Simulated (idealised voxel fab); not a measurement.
Name of the process module below: voxel lift off
It is cross-section cut that appears here, measuring 205 nm in width, its square cells being 5 nm in size.
If you're reading a cross-section in this doc, picture square cells in a grid; it comes to you as bands, top ones listed first down to the bottom, and a band can be one or more rows of cells. Each band's line starts with the height of the band's top and of its bottom, in nm. Then come its materials from left to right, each with its width in nm. One material with "full width" fills the band from edge to edge. "air" is empty space. Measure heights from 0. That's the level where, below it, the as-received wafer is all one material. The lowest band is bottomless and extends downward; write it as in "0..down". Per-row width for "30..40": begins at first number (top row of band), ends at second number (bottom row), increment between rows held constant. No cell of the cross-section changed in a step that is given as "remained unchanged". You'll see "Tabulated closed voids" listing empty spaces that have no way open to the top, as long as they're 8 cells or more; the notation is width x height at distance, where the distance is from the left edge, and all of it is in nm. On a step's line, text after the settings is the simulator commenting on that step. The line of a step may include "overlay nm". On a step with a mask, this value is how far to the right of its planned place the mask lay. A negative value means the mask lay to the left.

PLANNED PROCESS STEPS
1,RECEIVE,material Si
2,CONFORMAL_DEP,material SiN,thk nm 15
3,PATTERN,tone open,mask id LINES,material resist,width nm 15,pitch nm 40,thk nm 25,overlay nm 0
4,DIRECTIONAL_DEP,material Ru,thk nm 15
5,STRIP,etch materials resist
6,CONFORMAL_DEP,material SiN,thk nm 10

BELOW: THE FIRST OF TWO WAFERS, RUN AS PLANNED

INCOMING WAFER, CROSS-SECTIONAL VIEW, POST STEP 1
  0..down  Si full width
  Tabulated closed voids: none

WAFER XSEC, POST STEP 2
  15..0  SiN full width
  Below a height of 0, the structure has not been altered.

WAFER XSEC, POST STEP 3
  40..15  resist 55; air 15; resist 25; air 15; resist 25; air 15; resist 55
  Below a height of 15, the structure has not been altered.

WAFER XSEC, POST STEP 4
  55..40  Ru 55; air 15; Ru 25; air 15; Ru 25; air 15; Ru 55
  40..30  resist 55; air 15; resist 25; air 15; resist 25; air 15; resist 55
  30..15  resist 55; Ru 15; resist 25; Ru 15; resist 25; Ru 15; resist 55
  Below a height of 15, the structure has not been altered.

WAFER XSEC, POST STEP 5
  30..15  air 55; Ru 15; air 25; Ru 15; air 25; Ru 15; air 55
  Below a height of 15, the structure has not been altered.

WAFER XSEC, POST STEP 6
  40..30  air 45; SiN 35; air 5; SiN 35; air 5; SiN 35; air 45
  30..25  air 45; SiN 10; Ru 15; SiN 10; air 5; SiN 10; Ru 15; SiN 10; air 5; SiN 10; Ru 15; SiN 10; air 45
  25..15  SiN 55; Ru 15; SiN 25; Ru 15; SiN 25; Ru 15; SiN 55
  Below a height of 15, the structure has not been altered.

WAFER TWO OF THE PAIR: SAME ORIGIN, SAME PLAN, ONE ERROR DURING THE RUN; IDENTICAL TO WAFER ONE UP TO AND INCLUDING STEP 2

SECOND WAFER PROFILE IN SECTION, AT THE MOMENT STEP 3 OF THE PLAN WAS MEANT TO BE COMPLETE
  40..15  resist 65; air 15; resist 25; air 15; resist 25; air 15; resist 45
  Below a height of 15, the structure has not been altered.

SECOND WAFER PROFILE IN SECTION, AT THE MOMENT STEP 4 OF THE PLAN WAS MEANT TO BE COMPLETE
  55..40  Ru 65; air 15; Ru 25; air 15; Ru 25; air 15; Ru 45
  40..30  resist 65; air 15; resist 25; air 15; resist 25; air 15; resist 45
  30..15  resist 65; Ru 15; resist 25; Ru 15; resist 25; Ru 15; resist 45
  Below a height of 15, the structure has not been altered.

SECOND WAFER PROFILE IN SECTION, AT THE MOMENT STEP 5 OF THE PLAN WAS MEANT TO BE COMPLETE
  30..15  air 65; Ru 15; air 25; Ru 15; air 25; Ru 15; air 45
  Below a height of 15, the structure has not been altered.

SECOND WAFER PROFILE IN SECTION, AT THE MOMENT STEP 6 OF THE PLAN WAS MEANT TO BE COMPLETE
  40..30  air 55; SiN 35; air 5; SiN 35; air 5; SiN 35; air 35
  30..25  air 55; SiN 10; Ru 15; SiN 10; air 5; SiN 10; Ru 15; SiN 10; air 5; SiN 10; Ru 15; SiN 10; air 35
  25..15  SiN 65; Ru 15; SiN 25; Ru 15; SiN 25; Ru 15; SiN 45
  Below a height of 15, the structure has not been altered.
Nonconformance to the process plan: in deviation from the planned setting, step 3 was conducted as PATTERN,tone open,mask id LINES,material resist,width nm 15,pitch nm 40,thk nm 25,overlay nm 10
Both wafers, final: cells per material equal; arrangement not.
